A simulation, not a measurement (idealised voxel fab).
Process module name: voxel wiring stack
FYI the section here is cut, 290 nm wide, cells are 5 nm squares.
Bands, listed from the top down, are how a cross-section gets written in this document; the cross-section itself is a grid of square cells, and a band is one or more rows of them.
Look at the band entry: it leads with the top's height and the bottom's height in nm. Then it lists the materials left to right, with a width in nm for each. The word "all across" on a single material says that material fills the band edge to edge. The word "air" is empty space.
Zero point of the height axis is 0; under it, received wafer = one material. Lowest band: continues down indefinitely, "0 down".
Read "30..40" as a graded width: first number on top, second number at the bottom, same change between each pair of neighbouring rows.
Any step labelled "nothing altered" changed none of the cells in the cross-section.
For the entry "Non-vented voids", the listed items are empty spaces with no open way to the top whose size is 8 cells or more; each item follows the pattern width x height at distance, where distance is from the left edge and all three are in nm.
If you see something after the settings on a step's line, that's the simulator's own remark about that step.
overlay nm: mask offset rightward from planned place, masked step; negative means leftward offset.
Listed below are the process steps as planned:
- 1: RECEIVE: material Si
- 2: CONFORMAL_DEP: material SiO2, thk nm 15
- 3: DIRECTIONAL_DEP: material TiN, thk nm 5
- 4: DIRECTIONAL_DEP: material W, thk nm 15
- 5: DIRECTIONAL_DEP: material aC, thk nm 10
- 6: PATTERN: tone cover, mask id METAL_1, material resist, width nm 25, pitch nm 50, thk nm 25, overlay nm 0
- 7: DIRECTIONAL_ETCH: etch materials aC, depth nm 10
- 8: STRIP: etch materials resist
- 9: DIRECTIONAL_ETCH: etch materials W, depth nm 15
- 10: DIRECTIONAL_ETCH: etch materials TiN, depth nm 5
- 11: STRIP: etch materials aC
- 12: FILL_DEP: material SiO2, thk nm 5
- 13: CMP: height nm 35
- 14: CONFORMAL_DEP: material SiCN, thk nm 5
- 15: DIRECTIONAL_DEP: material SiO2, thk nm 20
- 16: MASKED_ETCH: tone open, mask id PLUG_1, width nm 15, etch materials SiO2, depth nm 20, overlay nm -15
- 17: MASKED_ETCH: tone open, mask id PLUG_1, width nm 15, etch materials SiCN, depth nm 5, overlay nm 0
- 18: EPI: material Ru, thk nm 10
- 19: EPI: material Ru, thk nm 10
- 20: EPI: material Ru, thk nm 5
- 21: CONFORMAL_DEP: material SiCN, thk nm 5
- 22: DIRECTIONAL_DEP: material lowk, thk nm 25
- 23: PATTERN: tone open, mask id METAL_2, material resist, width nm 25, pitch nm 50, thk nm 20, overlay nm 0
- 24: DIRECTIONAL_ETCH: etch materials lowk, depth nm 25
- 25: DIRECTIONAL_ETCH: etch materials SiCN, depth nm 5
- 26: STRIP: etch materials resist
- 27: CONFORMAL_DEP: material TiN, thk nm 5
- 28: FILL_DEP: material Ru, thk nm 5
- 29: CMP: height nm 90
- 30: EPI: material Ru, thk nm 5
- 31: FILL_DEP: material SiCN, thk nm 5
- 32: DIRECTIONAL_DEP: material SiO2, thk nm 20
- 33: DIRECTIONAL_DEP: material aC, thk nm 10
- 34: PATTERN: tone open, mask id PLUG_2, material resist, width nm 15, pitch nm 50, thk nm 25, overlay nm 0
- 35: DIRECTIONAL_ETCH: etch materials aC, depth nm 10
- 36: STRIP: etch materials resist
- 37: DIRECTIONAL_ETCH: etch materials SiO2, depth nm 20
- 38: DIRECTIONAL_ETCH: etch materials SiCN, depth nm 5
- 39: STRIP: etch materials aC
- 40: EPI: material Ru, thk nm 10
- 41: EPI: material Ru, thk nm 10
- 42: EPI: material Ru, thk nm 5
- 43: CONFORMAL_DEP: material SiCN, thk nm 5
- 44: DIRECTIONAL_DEP: material SiO2, thk nm 25
- 45: DIRECTIONAL_DEP: material aC, thk nm 15
- 46: PATTERN: tone open, mask id METAL_3, material resist, width nm 25, pitch nm 50, thk nm 35, overlay nm 0
- 47: DIRECTIONAL_ETCH: etch materials aC, depth nm 15
- 48: STRIP: etch materials resist
- 49: DIRECTIONAL_ETCH: etch materials SiO2, depth nm 25
- 50: DIRECTIONAL_ETCH: etch materials SiCN, depth nm 5
- 51: STRIP: etch materials aC
- 52: CONFORMAL_DEP: material TiN, thk nm 5
- 53: FILL_DEP: material Cu, thk nm 5
- 54: CMP: height nm 150
- 55: CONFORMAL_DEP: material SiN, thk nm 5
Across this set of wafers, the varied parameter is the overlay nm of step 16. Starting conditions are identical for every wafer, and the plan reports the value assigned to the first wafer.
Incoming state of the first of several wafers in cross-section: after step 1:
	0 down  Si all across
	Non-vented voids: none
The cross-section of the first of several wafers is given below for the end of the module, after its final step, step 55:
	155 to 150  SiN all across
	150 to 125  105 SiO2, then 5 TiN, then 15 Cu, then 5 TiN, then 25 SiO2, then 5 TiN, then 15 Cu, then 5 TiN, then 110 SiO2
	125 to 120  105 SiCN, then 25 TiN, then 25 SiCN, then 25 TiN, then 110 SiCN
	120 to 100  105 SiO2, then 15 Ru, then 35 SiO2, then 15 Ru, then 120 SiO2
	100 to 90  105..90 SiCN, then 15..45 Ru, then 35..15 SiCN, then 15..35 Ru, then 120..105 SiCN
	90 to 70  95 lowk, then 5 TiN, then 5 lowk, then 5 TiN, then 15 Ru, then 5 TiN, then 25 lowk, then 5 TiN, then 15 Ru, then 5 TiN, then 110 lowk
	70 to 65  105 lowk, then 5 TiN, then 15 Ru, then 5 TiN, then 25 lowk, then 5 TiN, then 15 Ru, then 5 TiN, then 110 lowk
	65 to 60  95 SiCN, then 5 lowk, then 5 SiCN, then 25 TiN, then 25 SiCN, then 25 TiN, then 110 SiCN
	60 to 45  90 SiO2, then 5 SiCN, then 5 lowk, then 5 SiCN, then 185 SiO2
	45 to 40  90 SiO2, then 15 SiCN, then 185 SiO2
	40 to 35  SiCN all across
	35 to 20  105 SiO2, then 25 W, then 25 SiO2, then 25 W, then 110 SiO2
	20 to 15  105 SiO2, then 25 TiN, then 25 SiO2, then 25 TiN, then 110 SiO2
	15 to 0  SiO2 all across
	0 down  Si all across
	Non-vented voids: none
Cross-section, module end, final of several wafers:
	155 to 150  SiN all across
	150 to 125  105 SiO2, then 5 TiN, then 15 Cu, then 5 TiN, then 25 SiO2, then 5 TiN, then 15 Cu, then 5 TiN, then 110 SiO2
	125 to 120  105 SiCN, then 25 TiN, then 25 SiCN, then 25 TiN, then 110 SiCN
	120 to 100  105 SiO2, then 15 Ru, then 35 SiO2, then 15 Ru, then 120 SiO2
	100 to 90  105..100 SiCN, then 15..35 Ru, then 35..15 SiCN, then 15..35 Ru, then 120..105 SiCN
	90 to 65  105 lowk, then 5 TiN, then 15 Ru, then 5 TiN, then 25 lowk, then 5 TiN, then 15 Ru, then 5 TiN, then 110 lowk
	65 to 60  105 SiCN, then 25 TiN, then 25 SiCN, then 25 TiN, then 110 SiCN
	60 to 40  120 SiO2, then 5 SiCN, then 5 TiN, then 5 SiCN, then 155 SiO2
	40 to 35  SiCN all across
	35 to 20  105 SiO2, then 25 W, then 25 SiO2, then 25 W, then 110 SiO2
	20 to 15  105 SiO2, then 25 TiN, then 25 SiO2, then 25 TiN, then 110 SiO2
	15 to 0  SiO2 all across
	0 down  Si all across
	Non-vented voids: none
Where each wafer stands at the end of the module, a row apiece: cells of each material gained (+) or lost (-) since it was received, then closed voids:
overlay nm -15 | +30 Cu | +76 Ru | +256 SiCN | +58 SiN | +1034 SiO2 | +74 TiN | +30 W | +240 lowk | Non-vented voids: none
overlay nm -10 | +30 Cu | +87 Ru | +249 SiCN | +58 SiN | +1034 SiO2 | +70 TiN | +30 W | +240 lowk | Non-vented voids: none
overlay nm -5 | +30 Cu | +88 Ru | +248 SiCN | +58 SiN | +1034 SiO2 | +70 TiN | +30 W | +240 lowk | Non-vented voids: none
overlay nm 0 | +30 Cu | +89 Ru | +247 SiCN | +58 SiN | +1034 SiO2 | +70 TiN | +30 W | +240 lowk | Non-vented voids: none
overlay nm 5 | +30 Cu | +88 Ru | +248 SiCN | +58 SiN | +1034 SiO2 | +70 TiN | +30 W | +240 lowk | Non-vented voids: none
overlay nm 10 | +30 Cu | +87 Ru | +249 SiCN | +58 SiN | +1034 SiO2 | +70 TiN | +30 W | +240 lowk | Non-vented voids: none
overlay nm 15 | +30 Cu | +74 Ru | +258 SiCN | +58 SiN | +1034 SiO2 | +74 TiN | +30 W | +240 lowk | Non-vented voids: none
